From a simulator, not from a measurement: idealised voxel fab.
Process module, titled voxel local oxidation
Xsec cut, 255 nm wide, square cell size 5 nm.
A cross-section is a grid of square cells, given in bands from the top down. A band is one or more rows of cells. Band entry format. Leading values: height of top, height of bottom, nm. Remainder: materials in left-to-right order, each with its width in nm. Special words: "everywhere" on a single material, which then fills the band edge to edge; "blank", empty space. Beneath 0, the wafer as received is one material, and that level is where height counting begins. The lowest band goes on downward without a bottom; it is written like "0 down". It should be noted that a width expressed as "30..40" varies in equal increments from row to row of cells within the band, taking the value of the first number at the top row and that of the second number at the bottom row. The designation "same as before", where it is given for a processing step, indicates that no cell of the cross-section was altered in the course of that step. "Enclosed void list" - sealed voids, min. 8 cells, no opening to top; format: width x height at distance (distance from left edge; nm throughout). If you see something after the settings on a step's line, that's the simulator's own remark about that step. The line of a step may include "overlay nm". On a step with a mask, this value is how far to the right of its planned place the mask lay. A negative value means the mask lay to the left.
-- The steps planned for the process are as follows
1 RECEIVE [material Si]
2 CONFORMAL_DEP [material SiO2] [thk nm 5]
3 CONFORMAL_DEP [material SiN] [thk nm 15]
4 DIRECTIONAL_DEP [material aC] [thk nm 15]
5 PATTERN [tone cover] [mask id ACTIVE] [material resist] [width nm 130] [thk nm 35] [overlay nm 0]
6 DIRECTIONAL_ETCH [etch materials aC] [depth nm 15]
7 STRIP [etch materials resist]
8 DIRECTIONAL_ETCH [etch materials SiN] [depth nm 15]
9 STRIP [etch materials aC]
10 SELECTIVE_ETCH [etch materials SiO2] [depth nm 5]
11 OXIDIZE [depth nm 15]
12 STRIP [etch materials SiN]
-- Account of the first of two wafers, which was processed as intended
-- As received (post step 1): cross-section
* 0 down = Si everywhere
* Enclosed void list: none
-- Wafer xsec, post step 2
* 5 to 0 = SiO2 everywhere
* Beneath the level 0, the cross-section is identical to its previous state.
-- Wafer xsec, post step 3
* 20 to 5 = SiN everywhere
* Beneath the level 5, the cross-section is identical to its previous state.
-- Wafer xsec, post step 4
* 35 to 20 = aC everywhere
* Beneath the level 20, the cross-section is identical to its previous state.
-- Wafer xsec, post step 5
* 70 to 35 = blank 60 nm | resist 130 nm | blank 65 nm
* Beneath the level 35, the cross-section is identical to its previous state.
-- Wafer xsec, post step 6
* 55 to 35 = blank 60 nm | resist 130 nm | blank 65 nm
* 35 to 20 = blank 60 nm | aC 130 nm | blank 65 nm
* Beneath the level 20, the cross-section is identical to its previous state.
-- Wafer xsec, post step 7
* 35 to 20 = blank 60 nm | aC 130 nm | blank 65 nm
* Beneath the level 20, the cross-section is identical to its previous state.
-- Wafer xsec, post step 8
* 35 to 20 = blank 60 nm | aC 130 nm | blank 65 nm
* 20 to 5 = blank 60 nm | SiN 130 nm | blank 65 nm
* Beneath the level 5, the cross-section is identical to its previous state.
-- Wafer xsec, post step 9
* 20 to 5 = blank 60 nm | SiN 130 nm | blank 65 nm
* Beneath the level 5, the cross-section is identical to its previous state.
-- Wafer xsec, post step 10
* 20 to 5 = blank 60 nm | SiN 130 nm | blank 65 nm
* 5 to 0 = blank 65 nm | SiO2 120 nm | blank 70 nm
* Beneath the level 0, the cross-section is identical to its previous state.
-- Wafer xsec, post step 11
* 20 to 5 = blank 60 nm | SiN 130 nm | blank 65 nm
* 5 to 0 = blank 65 nm | SiO2 120 nm | blank 70 nm
* 0 to -15 = SiO2 80 nm | Si 90 nm | SiO2 85 nm
* Beneath the level -15, the cross-section is identical to its previous state.
-- Wafer xsec, post step 12
* 5 to 0 = blank 65 nm | SiO2 120 nm | blank 70 nm
* Beneath the level 0, the cross-section is identical to its previous state.
-- It is to be noted that the second wafer proceeded from the same initial state and according to the same plan as the first, although one mistake was committed in its execution; through step 3, inclusive, the two wafers share an identical history
-- Second wafer cross-section, taken as of the time the plan sets for step 4 to be done
* 35 to 20 = SiO2 everywhere
* Beneath the level 20, the cross-section is identical to its previous state.
-- Second wafer cross-section, taken as of the time the plan sets for step 5 to be done
* 70 to 35 = blank 60 nm | resist 130 nm | blank 65 nm
* Beneath the level 35, the cross-section is identical to its previous state.
-- Second wafer cross-section, taken as of the time the plan sets for step 6 to be done
* 55 to 35 = blank 60 nm | resist 130 nm | blank 65 nm
* Beneath the level 35, the cross-section is identical to its previous state.
-- Second wafer cross-section, taken as of the time the plan sets for step 7 to be done
* 35 to 20 = SiO2 everywhere
* Beneath the level 20, the cross-section is identical to its previous state.
Second wafer cross-section, taken as of the time the plan sets for step 8 to be done: same as before
Second wafer cross-section, taken as of the time the plan sets for step 9 to be done: same as before
-- Second wafer cross-section, taken as of the time the plan sets for step 10 to be done
* 30 to 20 = SiO2 everywhere
* Beneath the level 20, the cross-section is identical to its previous state.
Second wafer cross-section, taken as of the time the plan sets for step 11 to be done: same as before
Second wafer cross-section, taken as of the time the plan sets for step 12 to be done: same as before
What was done differently from what was planned? step 4 ran differently from the plan; actual operation with settings: DIRECTIONAL_DEP [material SiO2] [thk nm 15]
Final comparison by cell count, materials where the second wafer has more or fewer than the first: Si +99, SiN +153, SiO2 +30
